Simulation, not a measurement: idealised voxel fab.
voxel transistor to metal: a process module
150 nm wide, 5 nm square cells: that's cross-section cut.
Cross-section layout: square cells on a grid; listed as bands, top to bottom; a band spans one or more cell rows. This entry defines a band. It first specifies the height of the band's top and the height of its bottom in nm, and then specifies the band's materials from left to right, stating each material with its width in nm. The word "all across" identifies a single material that fills the band from edge to edge, while the word "blank" identifies empty space. Beneath 0, the wafer as received is one material, and that level is where height counting begins. The lowest band goes on downward without a bottom; it is written like "0 -> down". With a width like "30..40", each row of cells in the band differs from the next by the same amount, the top row carrying the first number and the bottom row the second. Where a step carries "identical to before", the cross-section came out of it unchanged, cell for cell. Reported under the label "Closed internal voids" are the empty spaces having no open way to the top and comprising 8 cells or more; the notation for each is width x height at distance, in which the distance is measured from the left edge and all three values are in nm. Read whatever lies past the settings on a step's line as the simulator's own remark about the step. The "overlay nm" setting may appear on a step's line; for a step that uses a mask, it gives how far to the right of its planned position the mask lay, and a negative value indicates the left. If you're wondering how to read the rest of this, here's the deal. It's pairs of cross-sections: one from before a process step, one from after it. The after one is only drawn as far down as the lowest band that changed. Right under each pair you'll see which step sits between them and what its settings were. Don't read the pairs as one continuous story, though. They can come from different runs of this module on the same starting wafer, and a pair only carries on from the one above it where its entry headed "Snapshot before" says so.

# Snapshot before
* 20 -> -5  SiO2 55 / SiN 5 / blank 25 / SiN 5 / SiO2 60
* -5 -> -10  SiO2 15 / SiN 5 / SiO2 30 / SiGe 5 / SiO2 35 / SiGe 5 / SiO2 30 / SiN 5 / SiO2 10 / SiN 5 / SiO2 5
* -10 -> -15  SiO2 15 / SiN 5 / SiO2 5 / SiGe 30 / Si 35 / SiGe 30 / SiO2 5 / SiN 5 / SiO2 10 / SiN 5 / SiO2 5
* -15 -> -20  SiO2 15 / SiN 5 / SiO2 5 / Si 95 / SiO2 5 / SiN 5 / SiO2 10 / SiN 5 / SiO2 5
* -20 -> -25  SiO2 25 / Si 95 / SiO2 30
* -25 -> -40  SiO2 20 / Si 105 / SiO2 25
* -40 -> down  Si all across
* Closed internal voids: none

# Post-Step Snapshot
* 20 -> 15  blank 55 / SiN 5 / blank 25 / SiN 5 / blank 60
* 15 -> -5  SiO2 55 / SiN 5 / blank 25 / SiN 5 / SiO2 60
* -5 -> -10  SiO2 15 / SiN 5 / SiO2 30 / SiGe 5 / blank 35 / SiGe 5 / SiO2 30 / SiN 5 / SiO2 10 / SiN 5 / SiO2 5
* Lower than -10, everything is as it was.
* Closed internal voids: none
The two cross-sections above bracket this step: SELECTIVE_ETCH [etch materials SiO2] [depth nm 5]

Snapshot before: refer to the pair immediately above; the cross-section shown after its step is the state before this one.

# Post-Step Snapshot
* 25 -> 20  blank 50 / HfO2 15 / blank 15 / HfO2 15 / blank 55
* 20 -> 15  HfO2 55 / SiN 5 / HfO2 5 / blank 15 / HfO2 5 / SiN 5 / HfO2 60
* 15 -> -5  SiO2 55 / SiN 5 / HfO2 5 / blank 15 / HfO2 5 / SiN 5 / SiO2 60
* -5 -> -10  SiO2 15 / SiN 5 / SiO2 30 / SiGe 5 / HfO2 35 / SiGe 5 / SiO2 30 / SiN 5 / SiO2 10 / SiN 5 / SiO2 5
* Lower than -10, everything is as it was.
* Closed internal voids: none
The two cross-sections above bracket this step: CONFORMAL_DEP [material HfO2] [thk nm 5]

Snapshot before: refer to the pair immediately above; the cross-section shown after its step is the state before this one.

# Post-Step Snapshot
* 30 -> 25  blank 45 / TiN 25 / blank 5 / TiN 25 / blank 50
* 25 -> 20  TiN 50 / HfO2 15 / TiN 5 / blank 5 / TiN 5 / HfO2 15 / TiN 55
* 20 -> 15  HfO2 55 / SiN 5 / HfO2 5 / TiN 5 / blank 5 / TiN 5 / HfO2 5 / SiN 5 / HfO2 60
* 15 -> 0  SiO2 55 / SiN 5 / HfO2 5 / TiN 5 / blank 5 / TiN 5 / HfO2 5 / SiN 5 / SiO2 60
* 0 -> -5  SiO2 55 / SiN 5 / HfO2 5 / TiN 15 / HfO2 5 / SiN 5 / SiO2 60
* Lower than -5, everything is as it was.
* Closed internal voids: none
The two cross-sections above bracket this step: CONFORMAL_DEP [material TiN] [thk nm 5]

Snapshot before: refer to the pair immediately above; the cross-section shown after its step is the state before this one.

# Post-Step Snapshot
* 35 -> 30  W all across
* 30 -> 25  W 45 / TiN 25 / W 5 / TiN 25 / W 50
* 25 -> 20  TiN 50 / HfO2 15 / TiN 5 / W 5 / TiN 5 / HfO2 15 / TiN 55
* 20 -> 15  HfO2 55 / SiN 5 / HfO2 5 / TiN 5 / W 5 / TiN 5 / HfO2 5 / SiN 5 / HfO2 60
* 15 -> 0  SiO2 55 / SiN 5 / HfO2 5 / TiN 5 / W 5 / TiN 5 / HfO2 5 / SiN 5 / SiO2 60
* Lower than 0, everything is as it was.
* Closed internal voids: none
The two cross-sections above bracket this step: FILL_DEP [material W] [thk nm 5]

Snapshot before: refer to the pair immediately above; the cross-section shown after its step is the state before this one.

# Post-Step Snapshot
* 15 -> 0  SiO2 55 / SiN 5 / HfO2 5 / TiN 5 / W 5 / TiN 5 / HfO2 5 / SiN 5 / SiO2 60
* Lower than 0, everything is as it was.
* Closed internal voids: none
The two cross-sections above bracket this step: CMP [height nm 15]

Snapshot before: refer to the pair immediately above; the cross-section shown after its step is the state before this one.

# Post-Step Snapshot
* 25 -> 15  SiO2 all across
* Lower than 15, everything is as it was.
* Closed internal voids: none
The two cross-sections above bracket this step: DIRECTIONAL_DEP [material SiO2] [thk nm 10]

Snapshot before: refer to the pair immediately above; the cross-section shown after its step is the state before this one.

# Post-Step Snapshot
* 25 -> 15  SiO2 25 / blank 15 / SiO2 65 / blank 15 / SiO2 30
* 15 -> 0  SiO2 25 / blank 15 / SiO2 15 / SiN 5 / HfO2 5 / TiN 5 / W 5 / TiN 5 / HfO2 5 / SiN 5 / SiO2 15 / blank 15 / SiO2 30
* 0 -> -5  SiO2 25 / blank 15 / SiO2 15 / SiN 5 / HfO2 5 / TiN 15 / HfO2 5 / SiN 5 / SiO2 15 / blank 15 / SiO2 30
* -5 -> -10  SiO2 15 / SiN 5 / SiO2 5 / blank 15 / SiO2 10 / SiGe 5 / HfO2 35 / SiGe 5 / SiO2 10 / blank 15 / SiO2 5 / SiN 5 / SiO2 10 / SiN 5 / SiO2 5
* Lower than -10, everything is as it was.
* Closed internal voids: none
The two cross-sections above bracket this step: MASKED_ETCH [tone open] [mask id CONTACT] [width nm 15] [pitch nm 80] [etch materials SiO2] [depth nm 35] [overlay nm 0]

Snapshot before: refer to the pair immediately above; the cross-section shown after its step is the state before this one.

# Post-Step Snapshot
* 30 -> 25  TiN 30 / blank 5 / TiN 75 / blank 5 / TiN 35
* 25 -> 15  SiO2 25 / TiN 5 / blank 5 / TiN 5 / SiO2 65 / TiN 5 / blank 5 / TiN 5 / SiO2 30
* 15 -> 0  SiO2 25 / TiN 5 / blank 5 / TiN 5 / SiO2 15 / SiN 5 / HfO2 5 / TiN 5 / W 5 / TiN 5 / HfO2 5 / SiN 5 / SiO2 15 / TiN 5 / blank 5 / TiN 5 / SiO2 30
* 0 -> -5  SiO2 25 / TiN 5 / blank 5 / TiN 5 / SiO2 15 / SiN 5 / HfO2 5 / TiN 15 / HfO2 5 / SiN 5 / SiO2 15 / TiN 5 / blank 5 / TiN 5 / SiO2 30
* -5 -> -10  SiO2 15 / SiN 5 / SiO2 5 / TiN 15 / SiO2 10 / SiGe 5 / HfO2 35 / SiGe 5 / SiO2 10 / TiN 15 / SiO2 5 / SiN 5 / SiO2 10 / SiN 5 / SiO2 5
* Lower than -10, everything is as it was.
* Closed internal voids: none
The two cross-sections above bracket this step: CONFORMAL_DEP [material TiN] [thk nm 5]

Snapshot before: refer to the pair immediately above; the cross-section shown after its step is the state before this one.

# Post-Step Snapshot
* 40 -> 30  W all across
* 30 -> 25  TiN 30 / W 5 / TiN 75 / W 5 / TiN 35
* 25 -> 15  SiO2 25 / TiN 5 / W 5 / TiN 5 / SiO2 65 / TiN 5 / W 5 / TiN 5 / SiO2 30
* 15 -> 0  SiO2 25 / TiN 5 / W 5 / TiN 5 / SiO2 15 / SiN 5 / HfO2 5 / TiN 5 / W 5 / TiN 5 / HfO2 5 / SiN 5 / SiO2 15 / TiN 5 / W 5 / TiN 5 / SiO2 30
* 0 -> -5  SiO2 25 / TiN 5 / W 5 / TiN 5 / SiO2 15 / SiN 5 / HfO2 5 / TiN 15 / HfO2 5 / SiN 5 / SiO2 15 / TiN 5 / W 5 / TiN 5 / SiO2 30
* Lower than -5, everything is as it was.
* Closed internal voids: none
The two cross-sections above bracket this step: FILL_DEP [material W] [thk nm 10]

Snapshot before: refer to the pair immediately above; the cross-section shown after its step is the state before this one.

# Post-Step Snapshot
* 25 -> 15  SiO2 25 / TiN 5 / W 5 / TiN 5 / SiO2 65 / TiN 5 / W 5 / TiN 5 / SiO2 30
* Lower than 15, everything is as it was.
* Closed internal voids: none
The two cross-sections above bracket this step: CMP [height nm 25]

Snapshot before: refer to the pair immediately above; the cross-section shown after its step is the state before this one.

# Post-Step Snapshot
* 30 -> 25  TiN all across
* Lower than 25, everything is as it was.
* Closed internal voids: none
The two cross-sections above bracket this step: DIRECTIONAL_DEP [material TiN] [thk nm 5]

Snapshot before: refer to the pair immediately above; the cross-section shown after its step is the state before this one.

# Post-Step Snapshot
* 45 -> 30  W all across
* Lower than 30, everything is as it was.
* Closed internal voids: none
The two cross-sections above bracket this step: DIRECTIONAL_DEP [material W] [thk nm 15]

Snapshot before: refer to the pair immediately above; the cross-section shown after its step is the state before this one.

# Post-Step Snapshot
* 65 -> 45  blank 25 / resist 15 / blank 65 / resist 15 / blank 30
* Lower than 45, everything is as it was.
* Closed internal voids: none
The two cross-sections above bracket this step: PATTERN [tone cover] [mask id METAL_1] [material resist] [width nm 15] [pitch nm 80] [thk nm 20] [overlay nm 0]

Snapshot before: refer to the pair immediately above; the cross-section shown after its step is the state before this one.

# Post-Step Snapshot
* 65 -> 45  blank 25 / resist 15 / blank 65 / resist 15 / blank 30
* 45 -> 30  blank 25 / W 15 / blank 65 / W 15 / blank 30
* Lower than 30, everything is as it was.
* Closed internal voids: none
The two cross-sections above bracket this step: DIRECTIONAL_ETCH [etch materials W] [depth nm 15]

Snapshot before: refer to the pair immediately above; the cross-section shown after its step is the state before this one.

# Post-Step Snapshot
* 65 -> 45  blank 25 / resist 15 / blank 65 / resist 15 / blank 30
* 45 -> 30  blank 25 / W 15 / blank 65 / W 15 / blank 30
* 30 -> 25  blank 25 / TiN 15 / blank 65 / TiN 15 / blank 30
* Lower than 25, everything is as it was.
* Closed internal voids: none
The two cross-sections above bracket this step: DIRECTIONAL_ETCH [etch materials TiN] [depth nm 5]

Snapshot before: refer to the pair immediately above; the cross-section shown after its step is the state before this one.

# Post-Step Snapshot
* 45 -> 30  blank 25 / W 15 / blank 65 / W 15 / blank 30
* Lower than 30, everything is as it was.
* Closed internal voids: none
The two cross-sections above bracket this step: STRIP [etch materials resist]

Snapshot before: refer to the pair immediately above; the cross-section shown after its step is the state before this one.

# Post-Step Snapshot
* 50 -> 45  SiO2 all across
* 45 -> 30  SiO2 25 / W 15 / SiO2 65 / W 15 / SiO2 30
* 30 -> 25  SiO2 25 / TiN 15 / SiO2 65 / TiN 15 / SiO2 30
* Lower than 25, everything is as it was.
* Closed internal voids: none
The two cross-sections above bracket this step: FILL_DEP [material SiO2] [thk nm 5]

Snapshot before: refer to the pair immediately above; the cross-section shown after its step is the state before this one.

# Post-Step Snapshot
* 45 -> 30  SiO2 25 / W 15 / SiO2 65 / W 15 / SiO2 30
* Lower than 30, everything is as it was.
* Closed internal voids: none
The two cross-sections above bracket this step: CMP [height nm 45]

Snapshot before: refer to the pair immediately above; the cross-section shown after its step is the state before this one.

# Post-Step Snapshot
* 50 -> 45  SiN all across
* Lower than 45, everything is as it was.
* Closed internal voids: none
The two cross-sections above bracket this step: CONFORMAL_DEP [material SiN] [thk nm 5]

# Snapshot before
* -5 -> -40  SiO2 20 / Si 105 / SiO2 25
* -40 -> down  Si all across
* Closed internal voids: none

# Post-Step Snapshot
* -5 -> -20  SiO2 all across
* Lower than -20, everything is as it was.
* Closed internal voids: none
The two cross-sections above bracket this step: OXIDIZE [depth nm 15]

Snapshot before: refer to the pair immediately above; the cross-section shown after its step is the state before this one.

# Post-Step Snapshot
* 20 -> -5  polySi all across
* Lower than -5, everything is as it was.
* Closed internal voids: none
The two cross-sections above bracket this step: DIRECTIONAL_DEP [material polySi] [thk nm 25]

Snapshot before: refer to the pair immediately above; the cross-section shown after its step is the state before this one.

# Post-Step Snapshot
* 35 -> 20  SiCN all across
* Lower than 20, everything is as it was.
* Closed internal voids: none
The two cross-sections above bracket this step: DIRECTIONAL_DEP [material SiCN] [thk nm 15]

Snapshot before: refer to the pair immediately above; the cross-section shown after its step is the state before this one.

# Post-Step Snapshot
* 45 -> 35  aC all across
* Lower than 35, everything is as it was.
* Closed internal voids: none
The two cross-sections above bracket this step: DIRECTIONAL_DEP [material aC] [thk nm 10]

Snapshot before: refer to the pair immediately above; the cross-section shown after its step is the state before this one.

# Post-Step Snapshot
* 75 -> 45  blank 60 / resist 25 / blank 65
* Lower than 45, everything is as it was.
* Closed internal voids: none
The two cross-sections above bracket this step: PATTERN [tone cover] [mask id GATE] [material resist] [width nm 25] [thk nm 30] [overlay nm 0]

Snapshot before: refer to the pair immediately above; the cross-section shown after its step is the state before this one.

# Post-Step Snapshot
* 65 -> 45  blank 60 / resist 25 / blank 65
* 45 -> 35  blank 60 / aC 25 / blank 65
* Lower than 35, everything is as it was.
* Closed internal voids: none
The two cross-sections above bracket this step: DIRECTIONAL_ETCH [etch materials aC] [depth nm 10]

Snapshot before: refer to the pair immediately above; the cross-section shown after its step is the state before this one.

# Post-Step Snapshot
* 45 -> 35  blank 60 / aC 25 / blank 65
* Lower than 35, everything is as it was.
* Closed internal voids: none
The two cross-sections above bracket this step: STRIP [etch materials resist]

Snapshot before: refer to the pair immediately above; the cross-section shown after its step is the state before this one.

# Post-Step Snapshot
* 45 -> 35  blank 60 / aC 25 / blank 65
* 35 -> 20  blank 60 / SiCN 25 / blank 65
* Lower than 20, everything is as it was.
* Closed internal voids: none
The two cross-sections above bracket this step: DIRECTIONAL_ETCH [etch materials SiCN] [depth nm 25]

Snapshot before: refer to the pair immediately above; the cross-section shown after its step is the state before this one.

# Post-Step Snapshot
* 45 -> 35  blank 60 / aC 25 / blank 65
* 35 -> 20  blank 60 / SiCN 25 / blank 65
* 20 -> -5  blank 60 / polySi 25 / blank 65
* Lower than -5, everything is as it was.
* Closed internal voids: none
The two cross-sections above bracket this step: DIRECTIONAL_ETCH [etch materials polySi] [depth nm 35]

Snapshot before: refer to the pair immediately above; the cross-section shown after its step is the state before this one.

# Post-Step Snapshot
* 35 -> 20  blank 60 / SiCN 25 / blank 65
* Lower than 20, everything is as it was.
* Closed internal voids: none
The two cross-sections above bracket this step: STRIP [etch materials aC]

Snapshot before: refer to the pair immediately above; the cross-section shown after its step is the state before this one.

# Post-Step Snapshot
* 40 -> 35  blank 55 / SiN 35 / blank 60
* 35 -> 20  blank 55 / SiN 5 / SiCN 25 / SiN 5 / blank 60
* 20 -> 0  blank 55 / SiN 5 / polySi 25 / SiN 5 / blank 60
* 0 -> -5  SiN 60 / polySi 25 / SiN 65
* Lower than -5, everything is as it was.
* Closed internal voids: none
The two cross-sections above bracket this step: CONFORMAL_DEP [material SiN] [thk nm 5]

Snapshot before: refer to the pair immediately above; the cross-section shown after its step is the state before this one.

# Post-Step Snapshot
* 35 -> 20  blank 55 / SiN 5 / SiCN 25 / SiN 5 / blank 60
* 20 -> -5  blank 55 / SiN 5 / polySi 25 / SiN 5 / blank 60
* Lower than -5, everything is as it was.
* Closed internal voids: none
The two cross-sections above bracket this step: DIRECTIONAL_ETCH [etch materials SiN] [depth nm 5]

Snapshot before: refer to the pair immediately above; the cross-section shown after its step is the state before this one.

# Post-Step Snapshot
* 35 -> 20  blank 55 / SiN 5 / SiCN 25 / SiN 5 / blank 60
* 20 -> -5  blank 55 / SiN 5 / polySi 25 / SiN 5 / blank 60
* -5 -> -10  blank 55 / SiO2 35 / blank 60
* Lower than -10, everything is as it was.
* Closed internal voids: none
The two cross-sections above bracket this step: DIRECTIONAL_ETCH [etch materials SiO2] [depth nm 5]

Snapshot before: refer to the pair immediately above; the cross-section shown after its step is the state before this one.

# Post-Step Snapshot
* 45 -> 35  SiO2 all across
* 35 -> 20  SiO2 55 / SiN 5 / SiCN 25 / SiN 5 / SiO2 60
* 20 -> -5  SiO2 55 / SiN 5 / polySi 25 / SiN 5 / SiO2 60
* -5 -> -20  SiO2 all across
* Lower than -20, everything is as it was.
* Closed internal voids: none
The two cross-sections above bracket this step: FILL_DEP [material SiO2] [thk nm 10]

Snapshot before: refer to the pair immediately above; the cross-section shown after its step is the state before this one.

# Post-Step Snapshot
* 20 -> -5  SiO2 55 / SiN 5 / polySi 25 / SiN 5 / SiO2 60
* Lower than -5, everything is as it was.
* Closed internal voids: none
The two cross-sections above bracket this step: CMP [height nm 20]

Snapshot before: refer to the pair immediately above; the cross-section shown after its step is the state before this one.

# Post-Step Snapshot
* 20 -> -5  SiO2 55 / SiN 5 / blank 25 / SiN 5 / SiO2 60
* Lower than -5, everything is as it was.
* Closed internal voids: none
The two cross-sections above bracket this step: STRIP [etch materials polySi]

Snapshot before: refer to the pair immediately above; the cross-section shown after its step is the state before this one.

# Post-Step Snapshot
* 20 -> 15  blank 55 / SiN 5 / blank 25 / SiN 5 / blank 60
* 15 -> -5  SiO2 55 / SiN 5 / blank 25 / SiN 5 / SiO2 60
* -5 -> -10  SiO2 55 / blank 35 / SiO2 60
* Lower than -10, everything is as it was.
* Closed internal voids: none
The two cross-sections above bracket this step: SELECTIVE_ETCH [etch materials SiO2] [depth nm 5]

Snapshot before: refer to the pair immediately above; the cross-section shown after its step is the state before this one.

# Post-Step Snapshot
* 25 -> 20  blank 50 / HfO2 15 / blank 15 / HfO2 15 / blank 55
* 20 -> 15  HfO2 55 / SiN 5 / HfO2 5 / blank 15 / HfO2 5 / SiN 5 / HfO2 60
* 15 -> -5  SiO2 55 / SiN 5 / HfO2 5 / blank 15 / HfO2 5 / SiN 5 / SiO2 60
* -5 -> -10  SiO2 55 / HfO2 35 / SiO2 60
* Lower than -10, everything is as it was.
* Closed internal voids: none
The two cross-sections above bracket this step: CONFORMAL_DEP [material HfO2] [thk nm 5]

Snapshot before: refer to the pair immediately above; the cross-section shown after its step is the state before this one.

# Post-Step Snapshot
* 30 -> 25  blank 45 / TiN 25 / blank 5 / TiN 25 / blank 50
* 25 -> 20  TiN 50 / HfO2 15 / TiN 5 / blank 5 / TiN 5 / HfO2 15 / TiN 55
* 20 -> 15  HfO2 55 / SiN 5 / HfO2 5 / TiN 5 / blank 5 / TiN 5 / HfO2 5 / SiN 5 / HfO2 60
* 15 -> 0  SiO2 55 / SiN 5 / HfO2 5 / TiN 5 / blank 5 / TiN 5 / HfO2 5 / SiN 5 / SiO2 60
* 0 -> -5  SiO2 55 / SiN 5 / HfO2 5 / TiN 15 / HfO2 5 / SiN 5 / SiO2 60
* Lower than -5, everything is as it was.
* Closed internal voids: none
The two cross-sections above bracket this step: CONFORMAL_DEP [material TiN] [thk nm 5]

Snapshot before: refer to the pair immediately above; the cross-section shown after its step is the state before this one.

# Post-Step Snapshot
* 35 -> 30  W all across
* 30 -> 25  W 45 / TiN 25 / W 5 / TiN 25 / W 50
* 25 -> 20  TiN 50 / HfO2 15 / TiN 5 / W 5 / TiN 5 / HfO2 15 / TiN 55
* 20 -> 15  HfO2 55 / SiN 5 / HfO2 5 / TiN 5 / W 5 / TiN 5 / HfO2 5 / SiN 5 / HfO2 60
* 15 -> 0  SiO2 55 / SiN 5 / HfO2 5 / TiN 5 / W 5 / TiN 5 / HfO2 5 / SiN 5 / SiO2 60
* Lower than 0, everything is as it was.
* Closed internal voids: none
The two cross-sections above bracket this step: FILL_DEP [material W] [thk nm 5]

Snapshot before: refer to the pair immediately above; the cross-section shown after its step is the state before this one.

# Post-Step Snapshot
* 15 -> 0  SiO2 55 / SiN 5 / HfO2 5 / TiN 5 / W 5 / TiN 5 / HfO2 5 / SiN 5 / SiO2 60
* Lower than 0, everything is as it was.
* Closed internal voids: none
The two cross-sections above bracket this step: CMP [height nm 15]

Snapshot before: refer to the pair immediately above; the cross-section shown after its step is the state before this one.

# Post-Step Snapshot
* 25 -> 15  SiO2 all across
* Lower than 15, everything is as it was.
* Closed internal voids: none
The two cross-sections above bracket this step: DIRECTIONAL_DEP [material SiO2] [thk nm 10]

Snapshot before: refer to the pair immediately above; the cross-section shown after its step is the state before this one.

# Post-Step Snapshot
* 25 -> 15  SiO2 25 / blank 15 / SiO2 65 / blank 15 / SiO2 30
* 15 -> 0  SiO2 25 / blank 15 / SiO2 15 / SiN 5 / HfO2 5 / TiN 5 / W 5 / TiN 5 / HfO2 5 / SiN 5 / SiO2 15 / blank 15 / SiO2 30
* 0 -> -5  SiO2 25 / blank 15 / SiO2 15 / SiN 5 / HfO2 5 / TiN 15 / HfO2 5 / SiN 5 / SiO2 15 / blank 15 / SiO2 30
* -5 -> -10  SiO2 25 / blank 15 / SiO2 15 / HfO2 35 / SiO2 15 / blank 15 / SiO2 30
* Lower than -10, everything is as it was.
* Closed internal voids: none
The two cross-sections above bracket this step: MASKED_ETCH [tone open] [mask id CONTACT] [width nm 15] [pitch nm 80] [etch materials SiO2] [depth nm 35] [overlay nm 0]

Snapshot before: refer to the pair immediately above; the cross-section shown after its step is the state before this one.

# Post-Step Snapshot
* 30 -> 25  TiN 30 / blank 5 / TiN 75 / blank 5 / TiN 35
* 25 -> 15  SiO2 25 / TiN 5 / blank 5 / TiN 5 / SiO2 65 / TiN 5 / blank 5 / TiN 5 / SiO2 30
* 15 -> 0  SiO2 25 / TiN 5 / blank 5 / TiN 5 / SiO2 15 / SiN 5 / HfO2 5 / TiN 5 / W 5 / TiN 5 / HfO2 5 / SiN 5 / SiO2 15 / TiN 5 / blank 5 / TiN 5 / SiO2 30
* 0 -> -5  SiO2 25 / TiN 5 / blank 5 / TiN 5 / SiO2 15 / SiN 5 / HfO2 5 / TiN 15 / HfO2 5 / SiN 5 / SiO2 15 / TiN 5 / blank 5 / TiN 5 / SiO2 30
* -5 -> -10  SiO2 25 / TiN 15 / SiO2 15 / HfO2 35 / SiO2 15 / TiN 15 / SiO2 30
* Lower than -10, everything is as it was.
* Closed internal voids: none
The two cross-sections above bracket this step: CONFORMAL_DEP [material TiN] [thk nm 5]

Snapshot before: refer to the pair immediately above; the cross-section shown after its step is the state before this one.

# Post-Step Snapshot
* 40 -> 30  W all across
* 30 -> 25  TiN 30 / W 5 / TiN 75 / W 5 / TiN 35
* 25 -> 15  SiO2 25 / TiN 5 / W 5 / TiN 5 / SiO2 65 / TiN 5 / W 5 / TiN 5 / SiO2 30
* 15 -> 0  SiO2 25 / TiN 5 / W 5 / TiN 5 / SiO2 15 / SiN 5 / HfO2 5 / TiN 5 / W 5 / TiN 5 / HfO2 5 / SiN 5 / SiO2 15 / TiN 5 / W 5 / TiN 5 / SiO2 30
* 0 -> -5  SiO2 25 / TiN 5 / W 5 / TiN 5 / SiO2 15 / SiN 5 / HfO2 5 / TiN 15 / HfO2 5 / SiN 5 / SiO2 15 / TiN 5 / W 5 / TiN 5 / SiO2 30
* Lower than -5, everything is as it was.
* Closed internal voids: none
The two cross-sections above bracket this step: FILL_DEP [material W] [thk nm 10]

Snapshot before: refer to the pair immediately above; the cross-section shown after its step is the state before this one.

# Post-Step Snapshot
* 25 -> 15  SiO2 25 / TiN 5 / W 5 / TiN 5 / SiO2 65 / TiN 5 / W 5 / TiN 5 / SiO2 30
* Lower than 15, everything is as it was.
* Closed internal voids: none
The two cross-sections above bracket this step: CMP [height nm 25]

Snapshot before: refer to the pair immediately above; the cross-section shown after its step is the state before this one.

# Post-Step Snapshot
* 30 -> 25  TiN all across
* Lower than 25, everything is as it was.
* Closed internal voids: none
The two cross-sections above bracket this step: DIRECTIONAL_DEP [material TiN] [thk nm 5]

Snapshot before: refer to the pair immediately above; the cross-section shown after its step is the state before this one.

# Post-Step Snapshot
* 45 -> 30  W all across
* Lower than 30, everything is as it was.
* Closed internal voids: none
The two cross-sections above bracket this step: DIRECTIONAL_DEP [material W] [thk nm 15]

Snapshot before: refer to the pair immediately above; the cross-section shown after its step is the state before this one.

# Post-Step Snapshot
* 65 -> 45  blank 25 / resist 15 / blank 65 / resist 15 / blank 30
* Lower than 45, everything is as it was.
* Closed internal voids: none
The two cross-sections above bracket this step: PATTERN [tone cover] [mask id METAL_1] [material resist] [width nm 15] [pitch nm 80] [thk nm 20] [overlay nm 0]

Snapshot before: refer to the pair immediately above; the cross-section shown after its step is the state before this one.

# Post-Step Snapshot
* 65 -> 45  blank 25 / resist 15 / blank 65 / resist 15 / blank 30
* 45 -> 30  blank 25 / W 15 / blank 65 / W 15 / blank 30
* Lower than 30, everything is as it was.
* Closed internal voids: none
The two cross-sections above bracket this step: DIRECTIONAL_ETCH [etch materials W] [depth nm 15]

Snapshot before: refer to the pair immediately above; the cross-section shown after its step is the state before this one.

# Post-Step Snapshot
* 65 -> 45  blank 25 / resist 15 / blank 65 / resist 15 / blank 30
* 45 -> 30  blank 25 / W 15 / blank 65 / W 15 / blank 30
* 30 -> 25  blank 25 / TiN 15 / blank 65 / TiN 15 / blank 30
* Lower than 25, everything is as it was.
* Closed internal voids: none
The two cross-sections above bracket this step: DIRECTIONAL_ETCH [etch materials TiN] [depth nm 5]

Snapshot before: refer to the pair immediately above; the cross-section shown after its step is the state before this one.

# Post-Step Snapshot
* 45 -> 30  blank 25 / W 15 / blank 65 / W 15 / blank 30
* Lower than 30, everything is as it was.
* Closed internal voids: none
The two cross-sections above bracket this step: STRIP [etch materials resist]

Snapshot before: refer to the pair immediately above; the cross-section shown after its step is the state before this one.

# Post-Step Snapshot
* 50 -> 45  SiO2 all across
* 45 -> 30  SiO2 25 / W 15 / SiO2 65 / W 15 / SiO2 30
* 30 -> 25  SiO2 25 / TiN 15 / SiO2 65 / TiN 15 / SiO2 30
* Lower than 25, everything is as it was.
* Closed internal voids: none
The two cross-sections above bracket this step: FILL_DEP [material SiO2] [thk nm 5]

Snapshot before: refer to the pair immediately above; the cross-section shown after its step is the state before this one.

# Post-Step Snapshot
* 45 -> 30  SiO2 25 / W 15 / SiO2 65 / W 15 / SiO2 30
* Lower than 30, everything is as it was.
* Closed internal voids: none
The two cross-sections above bracket this step: CMP [height nm 45]

Snapshot before: refer to the pair immediately above; the cross-section shown after its step is the state before this one.

# Post-Step Snapshot
* 50 -> 45  SiN all across
* Lower than 45, everything is as it was.
* Closed internal voids: none
The two cross-sections above bracket this step: CONFORMAL_DEP [material SiN] [thk nm 5]

# Snapshot before
* 25 -> 15  SiO2 all across
* 15 -> 0  SiO2 55 / SiN 5 / HfO2 5 / TiN 5 / W 5 / TiN 5 / HfO2 5 / SiN 5 / SiO2 60
* 0 -> -5  SiO2 55 / SiN 5 / HfO2 5 / TiN 15 / HfO2 5 / SiN 5 / SiO2 60
* -5 -> -10  SiO2 50 / SiGe 5 / HfO2 35 / SiGe 5 / SiO2 55
* -10 -> -15  SiO2 20 / SiGe 35 / Si 35 / SiGe 35 / SiO2 25
* -15 -> -40  SiO2 20 / Si 105 / SiO2 25
* -40 -> down  Si all across
* Closed internal voids: none

# Post-Step Snapshot
* 25 -> 15  SiO2 20 / blank 25 / SiO2 55 / blank 25 / SiO2 25
* 15 -> 0  SiO2 20 / blank 25 / SiO2 10 / SiN 5 / HfO2 5 / TiN 5 / W 5 / TiN 5 / HfO2 5 / SiN 5 / SiO2 10 / blank 25 / SiO2 25
* 0 -> -5  SiO2 20 / blank 25 / SiO2 10 / SiN 5 / HfO2 5 / TiN 15 / HfO2 5 / SiN 5 / SiO2 10 / blank 25 / SiO2 25
* -5 -> -10  SiO2 20 / blank 25 / SiO2 5 / SiGe 5 / HfO2 35 / SiGe 5 / SiO2 5 / blank 25 / SiO2 25
* Lower than -10, everything is as it was.
* Closed internal voids: none
The two cross-sections above bracket this step: MASKED_ETCH [tone open] [mask id CONTACT] [width nm 25] [pitch nm 80] [etch materials SiO2] [depth nm 35] [overlay nm 0]

Snapshot before: refer to the pair immediately above; the cross-section shown after its step is the state before this one.

# Post-Step Snapshot
* 30 -> 25  TiN 25 / blank 15 / TiN 65 / blank 15 / TiN 30
* 25 -> 15  SiO2 20 / TiN 5 / blank 15 / TiN 5 / SiO2 55 / TiN 5 / blank 15 / TiN 5 / SiO2 25
* 15 -> 0  SiO2 20 / TiN 5 / blank 15 / TiN 5 / SiO2 10 / SiN 5 / HfO2 5 / TiN 5 / W 5 / TiN 5 / HfO2 5 / SiN 5 / SiO2 10 / TiN 5 / blank 15 / TiN 5 / SiO2 25
* 0 -> -5  SiO2 20 / TiN 5 / blank 15 / TiN 5 / SiO2 10 / SiN 5 / HfO2 5 / TiN 15 / HfO2 5 / SiN 5 / SiO2 10 / TiN 5 / blank 15 / TiN 5 / SiO2 25
* -5 -> -10  SiO2 20 / TiN 25 / SiO2 5 / SiGe 5 / HfO2 35 / SiGe 5 / SiO2 5 / TiN 25 / SiO2 25
* Lower than -10, everything is as it was.
* Closed internal voids: none
The two cross-sections above bracket this step: CONFORMAL_DEP [material TiN] [thk nm 5]
